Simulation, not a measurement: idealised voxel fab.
Proc. module: voxel transistor to metal
Section shown: cut. Width: 250 nm. Cell size: 5 nm, square.
The cross-sections in this document take the form of a grid made of square cells. They are written out as bands, in order from top to bottom. Each band consists of one or more rows of cells.
For a band, the entry starts with two heights in nm, that of the top and then that of the bottom, and carries on with the band's materials in order from left to right, each alongside its width in nm; the word "throughout" beside a single material means it fills the band edge to edge, and "air" means empty space.
Heads up on the height convention: 0 is the point under which the incoming wafer is all one material, and the lowest band has no bottom, it just keeps going down, like "z 0 and below".
Think of "30->40" as a width that walks from the first number to the second as you go down the band, top row to bottom row, taking equal-sized steps from row to row.
"nothing different" (step): cross-section cells unchanged, all of them.
Voids not open to the top, 8 cells minimum: see "Sealed cavities". Written width x height at distance; distance is from the left edge; nm.
It should be noted that, on the line of a given step, the content following the step's settings is a remark produced by the simulator itself with respect to that step.
When a step includes a mask, the "overlay nm" setting on its line states how far to the right of its planned place that mask lay, and negative values state how far to the left.
**Below is the list of planned process steps**
1) RECEIVE (material Si)
2) CONFORMAL_DEP (material SiO2; thk nm 5)
3) CONFORMAL_DEP (material SiN; thk nm 15)
4) MASKED_ETCH (tone cover; mask id ACTIVE; width nm 85; pitch nm 115; etch materials SiN; depth nm 15; overlay nm 0)
5) MASKED_ETCH (tone cover; mask id ACTIVE; width nm 85; pitch nm 115; etch materials SiO2; depth nm 5; overlay nm 0)
6) MASKED_ETCH (tone cover; mask id ACTIVE; width nm 85; pitch nm 115; etch materials Si; depth nm 20; overlay nm 0)
7) OXIDIZE (depth nm 5)
8) FILL_DEP (material SiO2; thk nm 5)
9) CMP (height nm 20)
10) SELECTIVE_ETCH (etch materials SiO2; depth nm 15)
11) STRIP (etch materials SiN)
12) SELECTIVE_ETCH (etch materials SiO2; depth nm 5)
13) OXIDIZE (depth nm 5)
14) DIRECTIONAL_DEP (material polySi; thk nm 30)
15) DIRECTIONAL_DEP (material SiCN; thk nm 15)
16) PATTERN (tone cover; mask id GATE; material resist; width nm 15; pitch nm 115; thk nm 20; overlay nm 0)
17) DIRECTIONAL_ETCH (etch materials SiCN; depth nm 25)
18) DIRECTIONAL_ETCH (etch materials polySi; depth nm 40)
19) STRIP (etch materials resist)
20) CONFORMAL_DEP (material SiN; thk nm 5)
21) DIRECTIONAL_ETCH (etch materials SiN; depth nm 5)
22) DIRECTIONAL_ETCH (etch materials SiO2; depth nm 5)
23) DIRECTIONAL_ETCH (etch materials Si; depth nm 10)
24) EPI (material nSi; thk nm 10)
25) FILL_DEP (material SiO2; thk nm 10)
26) CMP (height nm 45)
27) DIRECTIONAL_DEP (material SiO2; thk nm 15)
28) PATTERN (tone open; mask id CONTACT; material resist; width nm 15; thk nm 15; overlay nm 0)
29) DIRECTIONAL_ETCH (etch materials SiO2; depth nm 65)
30) STRIP (etch materials resist)
31) CONFORMAL_DEP (material TiN; thk nm 5)
32) FILL_DEP (material W; thk nm 5)
33) CMP (height nm 60)
34) DIRECTIONAL_DEP (material TiN; thk nm 5)
35) DIRECTIONAL_DEP (material W; thk nm 15)
36) DIRECTIONAL_DEP (material aC; thk nm 10)
37) PATTERN (tone cover; mask id METAL_1; material resist; width nm 15; thk nm 25; overlay nm 0)
38) DIRECTIONAL_ETCH (etch materials aC; depth nm 10)
39) STRIP (etch materials resist)
40) DIRECTIONAL_ETCH (etch materials W; depth nm 15)
41) DIRECTIONAL_ETCH (etch materials TiN; depth nm 5)
42) STRIP (etch materials aC)
43) CONFORMAL_DEP (material SiCN; thk nm 5)
44) FILL_DEP (material lowk; thk nm 10)
45) CMP (height nm 80)
46) CONFORMAL_DEP (material SiCN; thk nm 5)
**Cross-section, incoming material, after step 1**
- z 0 and below: Si throughout
- Sealed cavities: none
**The cross-section shown corresponds to the wafer at the conclusion of the module. The initial structure and the process plan are those presented above; however, one mistake occurred in executing the plan**
- z 80 to 75: SiCN throughout
- z 75 to 65: lowk 25; SiCN 5; W 15; SiCN 5; lowk 35; SiCN 5; W 15; SiCN 5; lowk 30; SiCN 5; W 15; SiCN 5; lowk 35; SiCN 5; W 15; SiCN 5; lowk 25
- z 65 to 60: SiCN 30; TiN 15; SiCN 45; TiN 15; SiCN 40; TiN 15; SiCN 45; TiN 15; SiCN 30
- z 60 to 45: SiO2 30; TiN 5; W 5; TiN 5; SiO2 45; TiN 5; W 5; TiN 5; SiO2 40; TiN 5; W 5; TiN 5; SiO2 45; TiN 5; W 5; TiN 5; SiO2 30
- z 45 to 30: SiO2 30; TiN 5; W 5; TiN 5; SiO2 10; SiN 5; SiCN 15; SiN 5; SiO2 10; TiN 5; W 5; TiN 5; SiO2 40; TiN 5; W 5; TiN 5; SiO2 10; SiN 5; SiCN 15; SiN 5; SiO2 10; TiN 5; W 5; TiN 5; SiO2 30
- z 30 to 5: SiO2 30; TiN 5; W 5; TiN 5; SiO2 10; SiN 5; polySi 15; SiN 5; SiO2 10; TiN 5; W 5; TiN 5; SiO2 40; TiN 5; W 5; TiN 5; SiO2 10; SiN 5; polySi 15; SiN 5; SiO2 10; TiN 5; W 5; TiN 5; SiO2 30
- z 5 to 0: SiO2 30; TiN 5; W 5; TiN 5; nSi 10; SiN 5; polySi 15; SiN 5; nSi 10; TiN 5; W 5; TiN 5; SiO2 40; TiN 5; W 5; TiN 5; nSi 10; SiN 5; polySi 15; SiN 5; nSi 10; TiN 5; W 5; TiN 5; SiO2 30
- z 0 to -5: SiO2 30; TiN 15; nSi 10; SiO2 25; nSi 10; TiN 15; SiO2 40; TiN 15; nSi 10; SiO2 25; nSi 10; TiN 15; SiO2 30
- z -5 to -15: SiO2 30; nSi 25; Si 25; nSi 25; SiO2 40; nSi 25; Si 25; nSi 25; SiO2 30
- z -15 to -25: SiO2 30; Si 75; SiO2 40; Si 75; SiO2 30
- z -25 and below: Si throughout
- Sealed cavities: none
What broke from the plan during processing? the process deviated at step 45: the operation and settings actually run there were CMP (height nm 75)
